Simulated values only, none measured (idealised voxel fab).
The following is a process module called voxel capacitor over wiring.
This is section cut - it's 165 nm across, gridded in 5 nm square cells.
A cross-section is a grid of square cells, given in bands from the top down. A band is one or more rows of cells. The entry gives the band's vertical extent as a top height and a bottom height in nm, then its horizontal make-up as materials from left to right, each with a width in nm. "empty" stands for empty space; a single material marked "throughout" fills the band edge to edge. Heads up on the height convention: 0 is the point under which the incoming wafer is all one material, and the lowest band has no bottom, it just keeps going down, like "0 -> down". With a width like "30..40", each row of cells in the band differs from the next by the same amount, the top row carrying the first number and the bottom row the second. Step note "everything unchanged" = no cross-section cell changed. Basically, "Catalogued sealed voids" tells you about the enclosed voids: empty spaces with no open way to the top, 8 cells or bigger, each written width x height at distance, where distance is from the left edge, all in nm. That trailing text on a step's line, after the settings, is the simulator's own remark on the step. You can add "overlay nm" to a step's line. For a step with a mask, it describes how far the mask lay to the right of its planned position, and a negative number describes a lay to the left.
**So here's the lineup of process steps we planned**
1,RECEIVE [material Si]
2,CONFORMAL_DEP [material SiO2] [thk nm 15]
3,CONFORMAL_DEP [material SiCN] [thk nm 5]
4,DIRECTIONAL_DEP [material SiO2] [thk nm 25]
5,PATTERN [tone open] [mask id METAL_1] [material resist] [width nm 30] [pitch nm 95] [thk nm 15] [overlay nm 0]
6,DIRECTIONAL_ETCH [etch materials SiO2] [depth nm 25]
7,DIRECTIONAL_ETCH [etch materials SiCN] [depth nm 5]
8,STRIP [etch materials resist]
9,CONFORMAL_DEP [material TiN] [thk nm 5]
10,FILL_DEP [material Ru] [thk nm 5]
11,CMP [height nm 45]
12,EPI [material Ru] [thk nm 5]
13,FILL_DEP [material SiCN] [thk nm 5]
14,DIRECTIONAL_DEP [material SiO2] [thk nm 20]
15,DIRECTIONAL_DEP [material aC] [thk nm 10]
16,PATTERN [tone open] [mask id PLUG_1] [material resist] [width nm 15] [thk nm 25] [overlay nm 0]
17,DIRECTIONAL_ETCH [etch materials aC] [depth nm 10]
18,STRIP [etch materials resist]
19,DIRECTIONAL_ETCH [etch materials SiO2] [depth nm 20]
20,DIRECTIONAL_ETCH [etch materials SiCN] [depth nm 5]
21,STRIP [etch materials aC]
22,CONFORMAL_DEP [material TiN] [thk nm 5]
23,FILL_DEP [material W] [thk nm 5]
24,CMP [height nm 75]
25,DIRECTIONAL_DEP [material TiN] [thk nm 5]
26,DIRECTIONAL_DEP [material SiN] [thk nm 5]
27,DIRECTIONAL_DEP [material TiN] [thk nm 10]
28,MASKED_ETCH [tone cover] [mask id UPPER_PLATE] [width nm 70] [etch materials TiN] [depth nm 10] [overlay nm 0]
29,MASKED_ETCH [tone cover] [mask id UPPER_PLATE] [width nm 70] [etch materials SiN] [depth nm 5] [overlay nm 0]
30,PATTERN [tone cover] [mask id LOWER_PLATE] [material resist] [width nm 80] [thk nm 15] [overlay nm 0]
31,DIRECTIONAL_ETCH [etch materials TiN] [depth nm 5]
32,STRIP [etch materials resist]
33,FILL_DEP [material SiO2] [thk nm 15]
34,CMP [height nm 105]
35,PATTERN [tone open] [mask id PLUG_2] [material resist] [width nm 15] [thk nm 20] [overlay nm 0]
36,DIRECTIONAL_ETCH [etch materials SiO2] [depth nm 10]
37,STRIP [etch materials resist]
38,CONFORMAL_DEP [material TiN] [thk nm 5]
39,FILL_DEP [material Cu] [thk nm 5]
40,CMP [height nm 105]
41,CONFORMAL_DEP [material SiCN] [thk nm 5]
**Cross-section of the wafer as it came to us, i.e., already through step 1**
- 0 -> down: Si throughout
- Catalogued sealed voids: none
**Starting structure and process plan are as shown above, but one mistake was made in running the module; the wafer cross-section at the end of the module follows**
- 110 -> 105: SiCN throughout
- 105 -> 95: aC throughout
- 95 -> 85: aC: 35; TiN: 70; aC: 60
- 85 -> 80: aC: 35; SiN: 70; aC: 60
- 80 -> 75: aC: 30; TiN: 80; aC: 55
- 75 -> 55: SiO2: 35; TiN: 5; W: 5; TiN: 5; SiO2: 115
- 55 -> 50: SiCN: 35; TiN: 15; SiCN: 115
- 50 -> 45: SiCN: 15; Ru: 40; SiCN: 55; Ru: 40; SiCN: 15
- 45 -> 20: SiO2: 20; TiN: 5; Ru: 20; TiN: 5; SiO2: 65; TiN: 5; Ru: 20; TiN: 5; SiO2: 20
- 20 -> 15: SiCN: 20; TiN: 30; SiCN: 65; TiN: 30; SiCN: 20
- 15 -> 0: SiO2 throughout
- 0 -> down: Si throughout
- Catalogued sealed voids: none
Run error: for step 33, the planned setting was not used; the step was instead run as FILL_DEP [material aC] [thk nm 15]
